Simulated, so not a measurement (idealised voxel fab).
Title: Process Module voxel capacitor over wiring
Section cut is 165 nm wide and gridded with 5 nm square cells.
Notation: cross-section as square-cell grid; stated in bands, top first, going down; one or more cell rows per band. Top, bottom (nm), then materials left to right with widths (nm); lone material tagged "full width" fills the whole band edge to edge; "empty" = empty space. Measure heights from 0. That's the level where, below it, the as-received wafer is all one material. The lowest band is bottomless and extends downward; write it as in "from 0 down". Read "30 to 40" as a graded width: first number on top, second number at the bottom, same change between each pair of neighbouring rows. Reading "same as before" for a step: not a cell of the cross-section changed in it. In "closed voids" the enclosed voids are listed, meaning empty spaces of 8 cells or larger without any opening to the top. The form is width x height at distance, distance from the left edge, units nm. Whatever follows a step's settings on its line is a remark the simulator itself makes about that step. "overlay nm" answers the question of how far to the right of plan the mask lay on a step that has a mask, and when it is negative the answer is to the left.

## The planned process steps are enumerated hereunder
1,RECEIVE [material Si]
2,CONFORMAL_DEP [material SiO2] [thk nm 15]
3,DIRECTIONAL_DEP [material TiN] [thk nm 5]
4,DIRECTIONAL_DEP [material W] [thk nm 15]
5,PATTERN [tone cover] [mask id METAL_1] [material resist] [width nm 30] [pitch nm 90] [thk nm 20] [overlay nm 0]
6,DIRECTIONAL_ETCH [etch materials W] [depth nm 15]
7,DIRECTIONAL_ETCH [etch materials TiN] [depth nm 5]
8,STRIP [etch materials resist]
9,CONFORMAL_DEP [material SiN] [thk nm 5]
10,FILL_DEP [material lowk] [thk nm 5]
11,CMP [height nm 35]
12,CONFORMAL_DEP [material SiCN] [thk nm 5]
13,DIRECTIONAL_DEP [material lowk] [thk nm 10]
14,PATTERN [tone open] [mask id PLUG_1] [material resist] [width nm 15] [thk nm 15] [overlay nm 0]
15,DIRECTIONAL_ETCH [etch materials lowk] [depth nm 10]
16,DIRECTIONAL_ETCH [etch materials SiCN] [depth nm 5]
17,STRIP [etch materials resist]
18,CONFORMAL_DEP [material TiN] [thk nm 5]
19,FILL_DEP [material Cu] [thk nm 5]
20,CMP [height nm 50]
21,DIRECTIONAL_DEP [material TiN] [thk nm 10]
22,DIRECTIONAL_DEP [material SiN] [thk nm 5]
23,DIRECTIONAL_DEP [material TiN] [thk nm 5]
24,MASKED_ETCH [tone cover] [mask id UPPER_PLATE] [width nm 65] [etch materials TiN] [depth nm 5] [overlay nm 0]
25,MASKED_ETCH [tone cover] [mask id UPPER_PLATE] [width nm 65] [etch materials SiN] [depth nm 5] [overlay nm 0]
26,DIRECTIONAL_DEP [material aC] [thk nm 10]
27,PATTERN [tone cover] [mask id LOWER_PLATE] [material resist] [width nm 75] [thk nm 30] [overlay nm 0]
28,DIRECTIONAL_ETCH [etch materials aC] [depth nm 10]
29,STRIP [etch materials resist]
30,DIRECTIONAL_ETCH [etch materials TiN] [depth nm 10]
31,STRIP [etch materials aC]
32,FILL_DEP [material SiO2] [thk nm 20]
33,CMP [height nm 85]
34,DIRECTIONAL_DEP [material aC] [thk nm 10]
35,PATTERN [tone open] [mask id PLUG_2] [material resist] [width nm 15] [thk nm 25] [overlay nm 0]
36,DIRECTIONAL_ETCH [etch materials aC] [depth nm 10]
37,STRIP [etch materials resist]
38,DIRECTIONAL_ETCH [etch materials SiO2] [depth nm 15]
39,STRIP [etch materials aC]
40,CONFORMAL_DEP [material TiN] [thk nm 5]
41,FILL_DEP [material Cu] [thk nm 10]
42,CMP [height nm 85]
43,CONFORMAL_DEP [material SiN] [thk nm 5]

## Wafer cross-section on receipt, i.e. after step 1
- from 0 down: Si full width
- closed voids: none

## The following cross-section depicts the wafer upon conclusion of the module. Processing commenced from the starting condition illustrated above and adhered to the plan illustrated above, save for one mistake in execution
- from 90 to 85: SiN full width
- from 85 to 75: SiO2 45 / TiN 5 / Cu 5 / TiN 5 / SiO2 105
- from 75 to 65: SiO2 45 to 35 / TiN 15 to 65 / SiO2 105 to 65
- from 65 to 60: SiO2 35 / SiN 65 / SiO2 65
- from 60 to 50: SiO2 30 / TiN 75 / SiO2 60
- from 50 to 40: lowk 35 / TiN 5 / Cu 5 / TiN 5 / lowk 115
- from 40 to 35: SiCN 35 / TiN 15 / SiCN 115
- from 35 to 20: SiN full width
- from 20 to 15: TiN full width
- from 15 to 0: SiO2 full width
- from 0 down: Si full width
- closed voids: none
Want to know what went wrong? step 4 did not happen as planned, as run it was DIRECTIONAL_DEP [material SiN] [thk nm 15]
